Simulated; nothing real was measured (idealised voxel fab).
process module | voxel air gaps
cross-section cut | 220 nm wide | cells 5 nm
A cross-section is a grid of square cells, given in bands from the top down. A band is one or more rows of cells.
Each band's line starts with the height of the band's top and of its bottom, in nm. Then come its materials from left to right, each with its width in nm. One material with "throughout" fills the band from edge to edge. "air" is empty space.
Height 0 is the level under which the wafer as received is all one material. The lowest band goes on downwards, as in "0 down".
A width such as "30 to 40" changes by the same amount from each row of cells to the next, from the band's top row to its bottom row.
"no change" after a step means that no cell of the cross-section changed.
closed voids: empty space of 8 cells or more with no open way to the top, each as width x height at its distance from the left edge, in nm
after a step's settings: what the simulator itself notes on the step
overlay nm, on a step with a mask: how far to the right of its planned place the mask lay; to the left if negative
plan
1 op RECEIVE | material Si
2 op CONFORMAL_DEP | material SiO2 | thk nm 15
3 op CONFORMAL_DEP | material SiCN | thk nm 5
4 op DIRECTIONAL_DEP | material SiO2 | thk nm 30
5 op DIRECTIONAL_DEP | material aC | thk nm 10
6 op PATTERN | tone open | mask id LINES | material resist | width nm 20 | pitch nm 45 | thk nm 30 | overlay nm 0
7 op DIRECTIONAL_ETCH | etch materials aC | depth nm 10
8 op STRIP | etch materials resist
9 op DIRECTIONAL_ETCH | etch materials SiO2 | depth nm 30
10 op STRIP | etch materials aC
11 op CONFORMAL_DEP | material TiN | thk nm 5
12 op FILL_DEP | material W | thk nm 10
13 op CMP | height nm 50
14 op EPI | material Ru | thk nm 10
15 op SELECTIVE_ETCH | etch materials SiO2 | depth nm 40
16 op CONFORMAL_DEP | material SiCN | thk nm 5
first wafer, as planned
as received, after step 1
  0 down: Si throughout
  closed voids: none
after step 2
  15 to 0: SiO2 throughout
  below 0: unchanged
after step 3
  20 to 15: SiCN throughout
  below 15: unchanged
after step 4
  50 to 20: SiO2 throughout
  below 20: unchanged
after step 5
  60 to 50: aC throughout
  below 50: unchanged
after step 6
  90 to 60: resist 30 | air 20 | resist 25 | air 20 | resist 25 | air 20 | resist 25 | air 20 | resist 35
  below 60: unchanged
after step 7
  80 to 60: resist 30 | air 20 | resist 25 | air 20 | resist 25 | air 20 | resist 25 | air 20 | resist 35
  60 to 50: aC 30 | air 20 | aC 25 | air 20 | aC 25 | air 20 | aC 25 | air 20 | aC 35
  below 50: unchanged
after step 8
  60 to 50: aC 30 | air 20 | aC 25 | air 20 | aC 25 | air 20 | aC 25 | air 20 | aC 35
  below 50: unchanged
after step 9
  60 to 50: aC 30 | air 20 | aC 25 | air 20 | aC 25 | air 20 | aC 25 | air 20 | aC 35
  50 to 20: SiO2 30 | air 20 | SiO2 25 | air 20 | SiO2 25 | air 20 | SiO2 25 | air 20 | SiO2 35
  below 20: unchanged
after step 10
  50 to 20: SiO2 30 | air 20 | SiO2 25 | air 20 | SiO2 25 | air 20 | SiO2 25 | air 20 | SiO2 35
  below 20: unchanged
after step 11
  55 to 50: TiN 35 | air 10 | TiN 35 | air 10 | TiN 35 | air 10 | TiN 35 | air 10 | TiN 40
  50 to 25: SiO2 30 | TiN 5 | air 10 | TiN 5 | SiO2 25 | TiN 5 | air 10 | TiN 5 | SiO2 25 | TiN 5 | air 10 | TiN 5 | SiO2 25 | TiN 5 | air 10 | TiN 5 | SiO2 35
  25 to 20: SiO2 30 | TiN 20 | SiO2 25 | TiN 20 | SiO2 25 | TiN 20 | SiO2 25 | TiN 20 | SiO2 35
  below 20: unchanged
after step 12
  65 to 55: W throughout
  55 to 50: TiN 35 | W 10 | TiN 35 | W 10 | TiN 35 | W 10 | TiN 35 | W 10 | TiN 40
  50 to 25: SiO2 30 | TiN 5 | W 10 | TiN 5 | SiO2 25 | TiN 5 | W 10 | TiN 5 | SiO2 25 | TiN 5 | W 10 | TiN 5 | SiO2 25 | TiN 5 | W 10 | TiN 5 | SiO2 35
  below 25: unchanged
after step 13
  50 to 25: SiO2 30 | TiN 5 | W 10 | TiN 5 | SiO2 25 | TiN 5 | W 10 | TiN 5 | SiO2 25 | TiN 5 | W 10 | TiN 5 | SiO2 25 | TiN 5 | W 10 | TiN 5 | SiO2 35
  below 25: unchanged
after step 14
  60 to 50: air 20 | Ru 40 | air 5 | Ru 40 | air 5 | Ru 40 | air 5 | Ru 40 | air 25
  below 50: unchanged
after step 15
  60 to 50: air 20 | Ru 40 | air 5 | Ru 40 | air 5 | Ru 40 | air 5 | Ru 40 | air 25
  50 to 25: air 30 | TiN 5 | W 10 | TiN 5 | air 25 | TiN 5 | W 10 | TiN 5 | air 25 | TiN 5 | W 10 | TiN 5 | air 25 | TiN 5 | W 10 | TiN 5 | air 35
  25 to 20: air 30 | TiN 20 | air 25 | TiN 20 | air 25 | TiN 20 | air 25 | TiN 20 | air 35
  below 20: unchanged
after step 16
  65 to 60: air 15 | SiCN 185 | air 20
  60 to 50: air 15 | SiCN 5 | Ru 40 | SiCN 5 | Ru 40 | SiCN 5 | Ru 40 | SiCN 5 | Ru 40 | SiCN 5 | air 20
  50 to 45: air 15 | SiCN 15 | TiN 5 | W 10 | TiN 5 | SiCN 25 | TiN 5 | W 10 | TiN 5 | SiCN 25 | TiN 5 | W 10 | TiN 5 | SiCN 25 | TiN 5 | W 10 | TiN 5 | SiCN 15 | air 20
  45 to 25: air 25 | SiCN 5 | TiN 5 | W 10 | TiN 5 | SiCN 5 | air 15 | SiCN 5 | TiN 5 | W 10 | TiN 5 | SiCN 5 | air 15 | SiCN 5 | TiN 5 | W 10 | TiN 5 | SiCN 5 | air 15 | SiCN 5 | TiN 5 | W 10 | TiN 5 | SiCN 5 | air 30
  25 to 20: SiCN 30 | TiN 20 | SiCN 25 | TiN 20 | SiCN 25 | TiN 20 | SiCN 25 | TiN 20 | SiCN 35
  below 20: unchanged
  closed voids: 15 x 20 at 55; 15 x 20 at 100; 15 x 20 at 145
second wafer: like start, like plan, one mistake. Through step 13 it matches the first wafer
when step 14 should have ended
  50 to 25: air 30 | TiN 5 | W 10 | TiN 5 | air 25 | TiN 5 | W 10 | TiN 5 | air 25 | TiN 5 | W 10 | TiN 5 | air 25 | TiN 5 | W 10 | TiN 5 | air 35
  25 to 20: air 30 | TiN 20 | air 25 | TiN 20 | air 25 | TiN 20 | air 25 | TiN 20 | air 35
  below 20: unchanged
when step 15 should have ended
  60 to 50: air 20 | Ru 40 | air 5 | Ru 40 | air 5 | Ru 40 | air 5 | Ru 40 | air 25
  50 to 25: air 20 | Ru 10 | TiN 5 | W 10 | TiN 5 | Ru 10 | air 5 | Ru 10 | TiN 5 | W 10 | TiN 5 | Ru 10 | air 5 | Ru 10 | TiN 5 | W 10 | TiN 5 | Ru 10 | air 5 | Ru 10 | TiN 5 | W 10 | TiN 5 | Ru 10 | air 25
  25 to 20: air 20 | Ru 10 | TiN 20 | Ru 10 | air 5 | Ru 10 | TiN 20 | Ru 10 | air 5 | Ru 10 | TiN 20 | Ru 10 | air 5 | Ru 10 | TiN 20 | Ru 10 | air 25
  below 20: unchanged
when step 16 should have ended
  65 to 60: air 15 | SiCN 185 | air 20
  60 to 50: air 15 | SiCN 5 | Ru 40 | SiCN 5 | Ru 40 | SiCN 5 | Ru 40 | SiCN 5 | Ru 40 | SiCN 5 | air 20
  50 to 25: air 15 | SiCN 5 | Ru 10 | TiN 5 | W 10 | TiN 5 | Ru 10 | SiCN 5 | Ru 10 | TiN 5 | W 10 | TiN 5 | Ru 10 | SiCN 5 | Ru 10 | TiN 5 | W 10 | TiN 5 | Ru 10 | SiCN 5 | Ru 10 | TiN 5 | W 10 | TiN 5 | Ru 10 | SiCN 5 | air 20
  25 to 20: SiCN 20 | Ru 10 | TiN 20 | Ru 10 | SiCN 5 | Ru 10 | TiN 20 | Ru 10 | SiCN 5 | Ru 10 | TiN 20 | Ru 10 | SiCN 5 | Ru 10 | TiN 20 | Ru 10 | SiCN 25
  below 20: unchanged
what went wrong: steps 14 and 15 were swapped
at the end the second wafer has, in cells: 96 more of Ru | 44 fewer of SiCN
closed voids at the end (first wafer, second wafer): 3, 0
